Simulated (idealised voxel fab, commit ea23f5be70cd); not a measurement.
The process module presented herein is designated voxel self aligned vias.
FYI the section here is cut, 145 nm wide, cells are 5 nm squares.
When this document writes out a cross-section, it uses a grid of square cells and lists it as bands, beginning at the top and moving down, with a band standing for one or more rows of cells.
Quick guide to a band line: top height, bottom height (nm) up front; then every material left to right with its width in nm. Only one material and it's marked "throughout"? Then it fills the band edge to edge. And "empty" just means empty space.
It should be noted that heights are counted from 0, beneath which the wafer as supplied is of one material throughout, and that the lowest band possesses no lower boundary but continues downward, as written in "from 0 down".
The two numbers in a width such as "30 to 40" mark its ends across the band: the first belongs to the top row of cells, the second to the bottom row, and from each row to the next the width moves by the same amount.
"no alteration" means the step left every cell of the cross-section as it was.
If an empty space has no open way to the top and is at least 8 cells in size, "Encapsulated voids" lists it, written width x height at distance, where distance is measured from the left edge and every value is in nm.
Where a step's line continues beyond its settings, the continuation is a remark by the simulator itself on that step.
"overlay nm" denotes, for a step that has a mask, the displacement of the mask to the right of its planned place, with negative values corresponding to the left.
Planned process steps:
1 RECEIVE [material Si]
2 CONFORMAL_DEP [material SiO2] [thk nm 15]
3 CONFORMAL_DEP [material SiCN] [thk nm 5]
4 DIRECTIONAL_DEP [material SiO2] [thk nm 25]
5 DIRECTIONAL_DEP [material aC] [thk nm 15]
6 PATTERN [tone open] [mask id LINES] [material resist] [width nm 30] [pitch nm 60] [thk nm 35] [overlay nm 0]
7 DIRECTIONAL_ETCH [etch materials aC] [depth nm 15]
8 STRIP [etch materials resist]
9 DIRECTIONAL_ETCH [etch materials SiO2] [depth nm 25]
10 STRIP [etch materials aC]
11 CONFORMAL_DEP [material TiN] [thk nm 5]
12 FILL_DEP [material Ru] [thk nm 5]
13 CMP [height nm 45]
14 SELECTIVE_ETCH [etch materials W Ru TiN] [depth nm 5]
15 FILL_DEP [material SiN] [thk nm 5]
16 CMP [height nm 45]
17 DIRECTIONAL_DEP [material SiO2] [thk nm 15]
18 MASKED_ETCH [tone open] [mask id VIAS] [width nm 40] [etch materials SiO2] [depth nm 15] [overlay nm 0]
19 MASKED_ETCH [tone open] [mask id VIAS] [width nm 40] [etch materials SiN] [depth nm 5] [overlay nm 0]
20 CONFORMAL_DEP [material TiN] [thk nm 5]
21 FILL_DEP [material Cu] [thk nm 5]
22 CMP [height nm 60]
23 CONFORMAL_DEP [material SiN] [thk nm 5]
Below: the first of two wafers, run as planned:
Wafer cross-section on receipt, i.e. after step 1:
    from 0 down | Si throughout
    Encapsulated voids: none
After step 2:
    from 15 to 0 | SiO2 throughout
    Lower than 0, everything is as it was.
After step 3:
    from 20 to 15 | SiCN throughout
    Lower than 15, everything is as it was.
After step 4:
    from 45 to 20 | SiO2 throughout
    Lower than 20, everything is as it was.
After step 5:
    from 60 to 45 | aC throughout
    Lower than 45, everything is as it was.
After step 6:
    from 95 to 60 | resist 25 / empty 30 / resist 30 / empty 30 / resist 30
    Lower than 60, everything is as it was.
After step 7:
    from 80 to 60 | resist 25 / empty 30 / resist 30 / empty 30 / resist 30
    from 60 to 45 | aC 25 / empty 30 / aC 30 / empty 30 / aC 30
    Lower than 45, everything is as it was.
After step 8:
    from 60 to 45 | aC 25 / empty 30 / aC 30 / empty 30 / aC 30
    Lower than 45, everything is as it was.
After step 9:
    from 60 to 45 | aC 25 / empty 30 / aC 30 / empty 30 / aC 30
    from 45 to 20 | SiO2 25 / empty 30 / SiO2 30 / empty 30 / SiO2 30
    Lower than 20, everything is as it was.
After step 10:
    from 45 to 20 | SiO2 25 / empty 30 / SiO2 30 / empty 30 / SiO2 30
    Lower than 20, everything is as it was.
After step 11:
    from 50 to 45 | TiN 30 / empty 20 / TiN 40 / empty 20 / TiN 35
    from 45 to 25 | SiO2 25 / TiN 5 / empty 20 / TiN 5 / SiO2 30 / TiN 5 / empty 20 / TiN 5 / SiO2 30
    from 25 to 20 | SiO2 25 / TiN 30 / SiO2 30 / TiN 30 / SiO2 30
    Lower than 20, everything is as it was.
After step 12:
    from 55 to 50 | Ru throughout
    from 50 to 45 | TiN 30 / Ru 20 / TiN 40 / Ru 20 / TiN 35
    from 45 to 25 | SiO2 25 / TiN 5 / Ru 20 / TiN 5 / SiO2 30 / TiN 5 / Ru 20 / TiN 5 / SiO2 30
    Lower than 25, everything is as it was.
After step 13:
    from 45 to 25 | SiO2 25 / TiN 5 / Ru 20 / TiN 5 / SiO2 30 / TiN 5 / Ru 20 / TiN 5 / SiO2 30
    Lower than 25, everything is as it was.
After step 14:
    from 45 to 40 | SiO2 25 / empty 30 / SiO2 30 / empty 30 / SiO2 30
    Lower than 40, everything is as it was.
After step 15:
    from 50 to 45 | SiN throughout
    from 45 to 40 | SiO2 25 / SiN 30 / SiO2 30 / SiN 30 / SiO2 30
    Lower than 40, everything is as it was.
After step 16:
    from 45 to 40 | SiO2 25 / SiN 30 / SiO2 30 / SiN 30 / SiO2 30
    Lower than 40, everything is as it was.
After step 17:
    from 60 to 45 | SiO2 throughout
    Lower than 45, everything is as it was.
After step 18:
    from 60 to 45 | SiO2 20 / empty 40 / SiO2 85
    Lower than 45, everything is as it was.
After step 19:
    from 60 to 45 | SiO2 20 / empty 40 / SiO2 85
    from 45 to 40 | SiO2 25 / empty 30 / SiO2 30 / SiN 30 / SiO2 30
    Lower than 40, everything is as it was.
After step 20:
    from 65 to 60 | TiN 25 / empty 30 / TiN 90
    from 60 to 50 | SiO2 20 / TiN 5 / empty 30 / TiN 5 / SiO2 85
    from 50 to 45 | SiO2 20 / TiN 10 / empty 20 / TiN 10 / SiO2 85
    from 45 to 40 | SiO2 25 / TiN 30 / SiO2 30 / SiN 30 / SiO2 30
    Lower than 40, everything is as it was.
After step 21:
    from 70 to 65 | Cu throughout
    from 65 to 60 | TiN 25 / Cu 30 / TiN 90
    from 60 to 50 | SiO2 20 / TiN 5 / Cu 30 / TiN 5 / SiO2 85
    from 50 to 45 | SiO2 20 / TiN 10 / Cu 20 / TiN 10 / SiO2 85
    Lower than 45, everything is as it was.
After step 22:
    from 60 to 50 | SiO2 20 / TiN 5 / Cu 30 / TiN 5 / SiO2 85
    Lower than 50, everything is as it was.
After step 23:
    from 65 to 60 | SiN throughout
    Lower than 60, everything is as it was.
Okay, second wafer. Nothing different at the start, nothing different in the plan, just one mistake somewhere in the running. As far as step 17, counting that step, it's the first wafer all over again:
Second wafer shown in cross-section at the time step 18 was slated to end:
    from 60 to 45 | SiO2 25 / empty 40 / SiO2 80
    Lower than 45, everything is as it was.
Second wafer shown in cross-section at the time step 19 was slated to end:
    from 60 to 45 | SiO2 25 / empty 40 / SiO2 80
    from 45 to 40 | SiO2 25 / empty 30 / SiO2 30 / SiN 30 / SiO2 30
    Lower than 40, everything is as it was.
Second wafer shown in cross-section at the time step 20 was slated to end:
    from 65 to 60 | TiN 30 / empty 30 / TiN 85
    from 60 to 50 | SiO2 25 / TiN 5 / empty 30 / TiN 5 / SiO2 80
    from 50 to 45 | SiO2 25 / TiN 5 / empty 20 / TiN 15 / SiO2 80
    from 45 to 40 | SiO2 25 / TiN 30 / SiO2 30 / SiN 30 / SiO2 30
    Lower than 40, everything is as it was.
Second wafer shown in cross-section at the time step 21 was slated to end:
    from 70 to 65 | Cu throughout
    from 65 to 60 | TiN 30 / Cu 30 / TiN 85
    from 60 to 50 | SiO2 25 / TiN 5 / Cu 30 / TiN 5 / SiO2 80
    from 50 to 45 | SiO2 25 / TiN 5 / Cu 20 / TiN 15 / SiO2 80
    Lower than 45, everything is as it was.
Second wafer shown in cross-section at the time step 22 was slated to end:
    from 60 to 50 | SiO2 25 / TiN 5 / Cu 30 / TiN 5 / SiO2 80
    Lower than 50, everything is as it was.
Second wafer shown in cross-section at the time step 23 was slated to end:
    from 65 to 60 | SiN throughout
    Lower than 60, everything is as it was.
Which mistake was made when the wafer was run? the process deviated at step 18: the operation and settings actually run there were MASKED_ETCH [tone open] [mask id VIAS] [width nm 40] [etch materials SiO2] [depth nm 15] [overlay nm 5]
Final wafers compared: equal cell tally per material, rearranged layout.
